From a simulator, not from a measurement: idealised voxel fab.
Process module heading - voxel capacitor over wiring
We display cut, a cross-section 140 nm in width whose square cells are each 5 nm.
Throughout this document, each cross-section is represented as a grid of square cells and is presented as a sequence of bands enumerated from the top downward, where a band comprises one or more rows of cells. In this notation a band is specified by the heights of its top and bottom, in that order and in nm, after which its materials appear from left to right, each paired with its width in nm. The word "full width" attached to a single material means that material fills the band from edge to edge; the word "blank" stands for empty space. Heights are measured from 0, the level below which the as-received wafer is all one material; the lowest band has no bottom and continues downward, written as in "top 0, no bottom". A two-number width, for instance "30 to 40", indicates that the width is equal to the first number in the top row of the band and to the second number in the bottom row, and that it changes by a constant amount per row of cells. Key: "nothing changed" - step with no changed cell in the cross-section. Under "Completely enclosed voids" you'll find the enclosed gaps, the ones with no way out to the top, that are 8 cells or bigger; each reads width x height at distance, with distance counted from the left edge, everything in nm. The remark found on a step's line after its settings is issued by the simulator itself and pertains to that step. The setting "overlay nm" may be written on the line of a step. When the step uses a mask, the value reports how far to the right of the planned place the mask lay, and a negative value reports that it lay to the left.
Listed below are the process steps as planned
1. RECEIVE: material Si
2. CONFORMAL_DEP: material SiO2, thk nm 10
3. DIRECTIONAL_DEP: material TiN, thk nm 5
4. DIRECTIONAL_DEP: material Ru, thk nm 25
5. MASKED_ETCH: tone cover, mask id METAL_1, width nm 25, pitch nm 80, etch materials Ru, depth nm 25, overlay nm 0
6. MASKED_ETCH: tone cover, mask id METAL_1, width nm 25, pitch nm 80, etch materials TiN, depth nm 5, overlay nm 0
7. CONFORMAL_DEP: material SiN, thk nm 5
8. FILL_DEP: material SiO2, thk nm 5
9. CMP: height nm 40
10. CONFORMAL_DEP: material SiCN, thk nm 5
11. DIRECTIONAL_DEP: material lowk, thk nm 15
12. DIRECTIONAL_DEP: material aC, thk nm 10
13. PATTERN: tone open, mask id PLUG_1, material resist, width nm 15, thk nm 25, overlay nm 0
14. DIRECTIONAL_ETCH: etch materials aC, depth nm 10
15. STRIP: etch materials resist
16. DIRECTIONAL_ETCH: etch materials lowk, depth nm 15
17. DIRECTIONAL_ETCH: etch materials SiCN, depth nm 5
18. STRIP: etch materials aC
19. CONFORMAL_DEP: material TiN, thk nm 5
20. FILL_DEP: material Ru, thk nm 5
21. CMP: height nm 60
22. DIRECTIONAL_DEP: material TiN, thk nm 5
23. DIRECTIONAL_DEP: material Al2O3, thk nm 5
24. DIRECTIONAL_DEP: material TiN, thk nm 10
25. MASKED_ETCH: tone cover, mask id UPPER_PLATE, width nm 60, etch materials TiN, depth nm 10, overlay nm 0
26. MASKED_ETCH: tone cover, mask id UPPER_PLATE, width nm 60, etch materials Al2O3, depth nm 5, overlay nm 0
27. DIRECTIONAL_DEP: material aC, thk nm 10
28. PATTERN: tone cover, mask id LOWER_PLATE, material resist, width nm 70, thk nm 30, overlay nm 0
29. DIRECTIONAL_ETCH: etch materials aC, depth nm 10
30. STRIP: etch materials resist
31. DIRECTIONAL_ETCH: etch materials TiN, depth nm 5
32. STRIP: etch materials aC
33. FILL_DEP: material SiO2, thk nm 20
34. CMP: height nm 95
35. PATTERN: tone open, mask id PLUG_2, material resist, width nm 15, thk nm 15, overlay nm 0
36. DIRECTIONAL_ETCH: etch materials SiO2, depth nm 15
37. STRIP: etch materials resist
38. CONFORMAL_DEP: material TiN, thk nm 5
39. FILL_DEP: material Ru, thk nm 5
40. CMP: height nm 95
41. CONFORMAL_DEP: material SiN, thk nm 5
Incoming wafer, cross-sectional view, post step 1
> top 0, no bottom: Si full width
> Completely enclosed voids: none
Look at the cross-section after the module: the wafer started out the way shown above and the plan was the one shown above, yet one mistake was made along the way
> top 100, bottom 95: SiN full width
> top 95, bottom 85: SiO2 35 / TiN 5 / Ru 5 / TiN 5 / SiO2 90
> top 85, bottom 80: SiO2 35 / TiN 15 / SiO2 90
> top 80, bottom 70: SiO2 25 / TiN 60 / SiO2 55
> top 70, bottom 65: SiO2 25 / Al2O3 60 / SiO2 55
> top 65, bottom 60: SiO2 25 / TiN 60 / SiO2 55
> top 60, bottom 45: lowk 25 / TiN 5 / Ru 5 / TiN 5 / lowk 100
> top 45, bottom 40: SiCN 25 / TiN 15 / SiCN 100
> top 40, bottom 15: SiO2 10 / SiN 5 / Ru 25 / SiN 5 / SiO2 45 / SiN 5 / Ru 25 / SiN 5 / SiO2 15
> top 15, bottom 10: SiN 15 / TiN 25 / SiN 55 / TiN 25 / SiN 20
> top 10, bottom 0: SiO2 full width
> top 0, no bottom: Si full width
> Completely enclosed voids: none
Where did the run depart from the plan? it should be noted that step 28 was executed with settings other than those planned, the operation and settings actually applied being PATTERN: tone cover, mask id LOWER_PLATE, material resist, width nm 60, thk nm 30, overlay nm 0
